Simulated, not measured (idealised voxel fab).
process module | voxel capacitor over wiring
cross-section cut | 300 nm wide | cells 5 nm
A cross-section is a grid of square cells, given in bands from the top down. A band is one or more rows of cells.
Each band's line starts with the height of the band's top and of its bottom, in nm. Then come its materials from left to right, each with its width in nm. One material with "throughout" fills the band from edge to edge. "air" is empty space.
Height 0 is the level under which the wafer as received is all one material. The lowest band goes on downwards, as in "0 down".
A width such as "30 to 40" changes by the same amount from each row of cells to the next, from the band's top row to its bottom row.
"no change" after a step means that no cell of the cross-section changed.
closed voids: empty space of 8 cells or more with no open way to the top, each as width x height at its distance from the left edge, in nm
after a step's settings: what the simulator itself notes on the step
overlay nm, on a step with a mask: how far to the right of its planned place the mask lay; to the left if negative
plan
1 op RECEIVE | material Si
2 op CONFORMAL_DEP | material SiO2 | thk nm 10
3 op CONFORMAL_DEP | material SiN | thk nm 5
4 op DIRECTIONAL_DEP | material SiO2 | thk nm 20
5 op DIRECTIONAL_DEP | material aC | thk nm 10
6 op PATTERN | tone open | mask id METAL_1 | material resist | width nm 20 | pitch nm 75 | thk nm 30 | overlay nm 0
7 op DIRECTIONAL_ETCH | etch materials aC | depth nm 10
8 op STRIP | etch materials resist
9 op DIRECTIONAL_ETCH | etch materials SiO2 | depth nm 20
10 op DIRECTIONAL_ETCH | etch materials SiN | depth nm 5
11 op STRIP | etch materials aC
12 op CONFORMAL_DEP | material TiN | thk nm 5
13 op FILL_DEP | material Cu | thk nm 10
14 op CMP | height nm 35
15 op CONFORMAL_DEP | material SiCN | thk nm 5
16 op DIRECTIONAL_DEP | material lowk | thk nm 10
17 op DIRECTIONAL_DEP | material aC | thk nm 10
18 op PATTERN | tone open | mask id PLUG_1 | material resist | width nm 15 | thk nm 30 | overlay nm 0
19 op DIRECTIONAL_ETCH | etch materials aC | depth nm 10
20 op STRIP | etch materials resist
21 op DIRECTIONAL_ETCH | etch materials lowk | depth nm 10
22 op DIRECTIONAL_ETCH | etch materials SiCN | depth nm 5
23 op STRIP | etch materials aC
24 op CONFORMAL_DEP | material TiN | thk nm 5
25 op FILL_DEP | material W | thk nm 10
26 op CMP | height nm 50
27 op DIRECTIONAL_DEP | material TiN | thk nm 10
28 op DIRECTIONAL_DEP | material Al2O3 | thk nm 5
29 op DIRECTIONAL_DEP | material TiN | thk nm 10
30 op MASKED_ETCH | tone cover | mask id UPPER_PLATE | width nm 60 | etch materials TiN | depth nm 10 | overlay nm 0
31 op MASKED_ETCH | tone cover | mask id UPPER_PLATE | width nm 60 | etch materials Al2O3 | depth nm 5 | overlay nm 0
32 op MASKED_ETCH | tone cover | mask id LOWER_PLATE | width nm 70 | etch materials TiN | depth nm 10 | overlay nm 0
33 op FILL_DEP | material SiO2 | thk nm 15
34 op CMP | height nm 85
35 op MASKED_ETCH | tone open | mask id PLUG_2 | width nm 15 | etch materials SiO2 | depth nm 10 | overlay nm 0
36 op CONFORMAL_DEP | material TiN | thk nm 5
37 op FILL_DEP | material Cu | thk nm 10
38 op CMP | height nm 85
39 op CONFORMAL_DEP | material SiN | thk nm 5
first wafer, as planned
as received, after step 1
  0 down: Si throughout
  closed voids: none
after step 2
  10 to 0: SiO2 throughout
  below 0: unchanged
after step 3
  15 to 10: SiN throughout
  below 10: unchanged
after step 4
  35 to 15: SiO2 throughout
  below 15: unchanged
after step 5
  45 to 35: aC throughout
  below 35: unchanged
after step 6
  75 to 45: resist 100 | air 20 | resist 55 | air 20 | resist 105
  below 45: unchanged
after step 7
  65 to 45: resist 100 | air 20 | resist 55 | air 20 | resist 105
  45 to 35: aC 100 | air 20 | aC 55 | air 20 | aC 105
  below 35: unchanged
after step 8
  45 to 35: aC 100 | air 20 | aC 55 | air 20 | aC 105
  below 35: unchanged
after step 9
  45 to 35: aC 100 | air 20 | aC 55 | air 20 | aC 105
  35 to 15: SiO2 100 | air 20 | SiO2 55 | air 20 | SiO2 105
  below 15: unchanged
after step 10
  45 to 35: aC 100 | air 20 | aC 55 | air 20 | aC 105
  35 to 15: SiO2 100 | air 20 | SiO2 55 | air 20 | SiO2 105
  15 to 10: SiN 100 | air 20 | SiN 55 | air 20 | SiN 105
  below 10: unchanged
after step 11
  35 to 15: SiO2 100 | air 20 | SiO2 55 | air 20 | SiO2 105
  below 15: unchanged
after step 12
  40 to 35: TiN 105 | air 10 | TiN 65 | air 10 | TiN 110
  35 to 15: SiO2 100 | TiN 5 | air 10 | TiN 5 | SiO2 55 | TiN 5 | air 10 | TiN 5 | SiO2 105
  15 to 10: SiN 100 | TiN 20 | SiN 55 | TiN 20 | SiN 105
  below 10: unchanged
after step 13
  50 to 40: Cu throughout
  40 to 35: TiN 105 | Cu 10 | TiN 65 | Cu 10 | TiN 110
  35 to 15: SiO2 100 | TiN 5 | Cu 10 | TiN 5 | SiO2 55 | TiN 5 | Cu 10 | TiN 5 | SiO2 105
  below 15: unchanged
after step 14
  35 to 15: SiO2 100 | TiN 5 | Cu 10 | TiN 5 | SiO2 55 | TiN 5 | Cu 10 | TiN 5 | SiO2 105
  below 15: unchanged
after step 15
  40 to 35: SiCN throughout
  below 35: unchanged
after step 16
  50 to 40: lowk throughout
  below 40: unchanged
after step 17
  60 to 50: aC throughout
  below 50: unchanged
after step 18
  90 to 60: resist 105 | air 15 | resist 180
  below 60: unchanged
after step 19
  80 to 60: resist 105 | air 15 | resist 180
  60 to 50: aC 105 | air 15 | aC 180
  below 50: unchanged
after step 20
  60 to 50: aC 105 | air 15 | aC 180
  below 50: unchanged
after step 21
  60 to 50: aC 105 | air 15 | aC 180
  50 to 40: lowk 105 | air 15 | lowk 180
  below 40: unchanged
after step 22
  60 to 50: aC 105 | air 15 | aC 180
  50 to 40: lowk 105 | air 15 | lowk 180
  40 to 35: SiCN 105 | air 15 | SiCN 180
  below 35: unchanged
after step 23
  50 to 40: lowk 105 | air 15 | lowk 180
  below 40: unchanged
after step 24
  55 to 50: TiN 110 | air 5 | TiN 185
  50 to 40: lowk 105 | TiN 5 | air 5 | TiN 5 | lowk 180
  40 to 35: SiCN 105 | TiN 15 | SiCN 180
  below 35: unchanged
after step 25
  65 to 55: W throughout
  55 to 50: TiN 110 | W 5 | TiN 185
  50 to 40: lowk 105 | TiN 5 | W 5 | TiN 5 | lowk 180
  below 40: unchanged
after step 26
  50 to 40: lowk 105 | TiN 5 | W 5 | TiN 5 | lowk 180
  below 40: unchanged
after step 27
  60 to 50: TiN throughout
  below 50: unchanged
after step 28
  65 to 60: Al2O3 throughout
  below 60: unchanged
after step 29
  75 to 65: TiN throughout
  below 65: unchanged
after step 30
  75 to 65: air 105 | TiN 60 | air 135
  below 65: unchanged
after step 31
  75 to 65: air 105 | TiN 60 | air 135
  65 to 60: air 105 | Al2O3 60 | air 135
  below 60: unchanged
after step 32
  75 to 65: air 105 | TiN 60 | air 135
  65 to 60: air 105 | Al2O3 60 | air 135
  60 to 50: air 100 | TiN 70 | air 130
  below 50: unchanged
after step 33
  90 to 75: SiO2 throughout
  75 to 65: SiO2 105 | TiN 60 | SiO2 135
  65 to 60: SiO2 105 | Al2O3 60 | SiO2 135
  60 to 50: SiO2 100 | TiN 70 | SiO2 130
  below 50: unchanged
after step 34
  85 to 75: SiO2 throughout
  below 75: unchanged
after step 35
  85 to 75: SiO2 115 | air 15 | SiO2 170
  below 75: unchanged
after step 36
  90 to 85: TiN 120 | air 5 | TiN 175
  85 to 80: SiO2 115 | TiN 5 | air 5 | TiN 5 | SiO2 170
  80 to 75: SiO2 115 | TiN 15 | SiO2 170
  below 75: unchanged
after step 37
  100 to 90: Cu throughout
  90 to 85: TiN 120 | Cu 5 | TiN 175
  85 to 80: SiO2 115 | TiN 5 | Cu 5 | TiN 5 | SiO2 170
  below 80: unchanged
after step 38
  85 to 80: SiO2 115 | TiN 5 | Cu 5 | TiN 5 | SiO2 170
  below 80: unchanged
after step 39
  90 to 85: SiN throughout
  below 85: unchanged
second wafer: like start, like plan, one mistake. Through step 29 it matches the first wafer
when step 30 should have ended
  75 to 65: TiN 105 | air 60 | TiN 135
  below 65: unchanged
when step 31 should have ended: no change
when step 32 should have ended
  75 to 65: air 100 | TiN 5 | air 60 | TiN 5 | air 130
  below 65: unchanged
when step 33 should have ended
  90 to 75: SiO2 throughout
  75 to 65: SiO2 100 | TiN 5 | SiO2 60 | TiN 5 | SiO2 130
  below 65: unchanged
when step 34 should have ended
  85 to 75: SiO2 throughout
  below 75: unchanged
when step 35 should have ended
  85 to 75: SiO2 115 | air 15 | SiO2 170
  below 75: unchanged
when step 36 should have ended
  90 to 85: TiN 120 | air 5 | TiN 175
  85 to 80: SiO2 115 | TiN 5 | air 5 | TiN 5 | SiO2 170
  80 to 75: SiO2 115 | TiN 15 | SiO2 170
  below 75: unchanged
when step 37 should have ended
  100 to 90: Cu throughout
  90 to 85: TiN 120 | Cu 5 | TiN 175
  85 to 80: SiO2 115 | TiN 5 | Cu 5 | TiN 5 | SiO2 170
  below 80: unchanged
when step 38 should have ended
  85 to 80: SiO2 115 | TiN 5 | Cu 5 | TiN 5 | SiO2 170
  below 80: unchanged
when step 39 should have ended
  90 to 85: SiN throughout
  below 85: unchanged
what went wrong: step 30 ran as: op MASKED_ETCH | tone open | mask id UPPER_PLATE | width nm 60 | etch materials TiN | depth nm 10 | overlay nm 0
at the end the second wafer has, in cells: 48 more of Al2O3 | 120 fewer of SiO2 | 72 more of TiN
